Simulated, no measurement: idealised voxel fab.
process module | voxel self aligned vias
cross-section cut | 250 nm wide | cells 5 nm
A cross-section is a grid of square cells, given in bands from the top down. A band is one or more rows of cells.
Each band's line starts with the height of the band's top and of its bottom, in nm. Then come its materials from left to right, each with its width in nm. One material with "throughout" fills the band from edge to edge. "air" is empty space.
Height 0 is the level under which the wafer as received is all one material. The lowest band goes on downwards, as in "0 down".
A width such as "30 to 40" changes by the same amount from each row of cells to the next, from the band's top row to its bottom row.
"no change" after a step means that no cell of the cross-section changed.
closed voids: empty space of 8 cells or more with no open way to the top, each as width x height at its distance from the left edge, in nm
after a step's settings: what the simulator itself notes on the step
overlay nm, on a step with a mask: how far to the right of its planned place the mask lay; to the left if negative
plan
1 op RECEIVE | material Si
2 op CONFORMAL_DEP | material SiO2 | thk nm 15
3 op CONFORMAL_DEP | material SiCN | thk nm 5
4 op DIRECTIONAL_DEP | material lowk | thk nm 25
5 op PATTERN | tone open | mask id LINES | material resist | width nm 20 | pitch nm 55 | thk nm 20 | overlay nm 0
6 op DIRECTIONAL_ETCH | etch materials lowk | depth nm 25
7 op STRIP | etch materials resist
8 op CONFORMAL_DEP | material TiN | thk nm 5
9 op FILL_DEP | material W | thk nm 5
10 op CMP | height nm 45
11 op SELECTIVE_ETCH | etch materials W Ru TiN | depth nm 5
12 op FILL_DEP | material SiN | thk nm 10
13 op CMP | height nm 45
14 op DIRECTIONAL_DEP | material lowk | thk nm 20
15 op DIRECTIONAL_DEP | material aC | thk nm 10
16 op PATTERN | tone open | mask id VIAS | material resist | width nm 40 | pitch nm 55 | thk nm 25 | overlay nm 0
17 op DIRECTIONAL_ETCH | etch materials aC | depth nm 10
18 op STRIP | etch materials resist
19 op DIRECTIONAL_ETCH | etch materials lowk | depth nm 20
20 op DIRECTIONAL_ETCH | etch materials SiN | depth nm 5
21 op STRIP | etch materials aC
22 op CONFORMAL_DEP | material TiN | thk nm 5
23 op FILL_DEP | material Ru | thk nm 10
24 op CMP | height nm 65
25 op CONFORMAL_DEP | material SiCN | thk nm 5
as received, after step 1
  0 down: Si throughout
  closed voids: none
a wafer at the end: this start, this plan, one mistake
  70 to 65: SiCN throughout
  65 to 50: lowk 50 | TiN 5 | Ru 30 | TiN 5 | lowk 15 | TiN 5 | Ru 30 | TiN 5 | lowk 15 | TiN 5 | Ru 30 | TiN 5 | lowk 50
  50 to 45: lowk 50 | TiN 40 | lowk 15 | TiN 40 | lowk 15 | TiN 40 | lowk 50
  45 to 40: SiN 50 | TiN 10 | lowk 20 | TiN 10 | SiN 15 | TiN 10 | lowk 20 | TiN 10 | SiN 15 | TiN 10 | lowk 20 | TiN 10 | SiN 50
  40 to 25: W 55 | TiN 5 | lowk 20 | TiN 5 | W 25 | TiN 5 | lowk 20 | TiN 5 | W 25 | TiN 5 | lowk 20 | TiN 5 | W 55
  25 to 20: TiN 60 | lowk 20 | TiN 35 | lowk 20 | TiN 35 | lowk 20 | TiN 60
  20 to 15: SiCN throughout
  15 to 0: SiO2 throughout
  0 down: Si throughout
  closed voids: none
what went wrong: step 5 ran as: op PATTERN | tone cover | mask id LINES | material resist | width nm 20 | pitch nm 55 | thk nm 20 | overlay nm 0
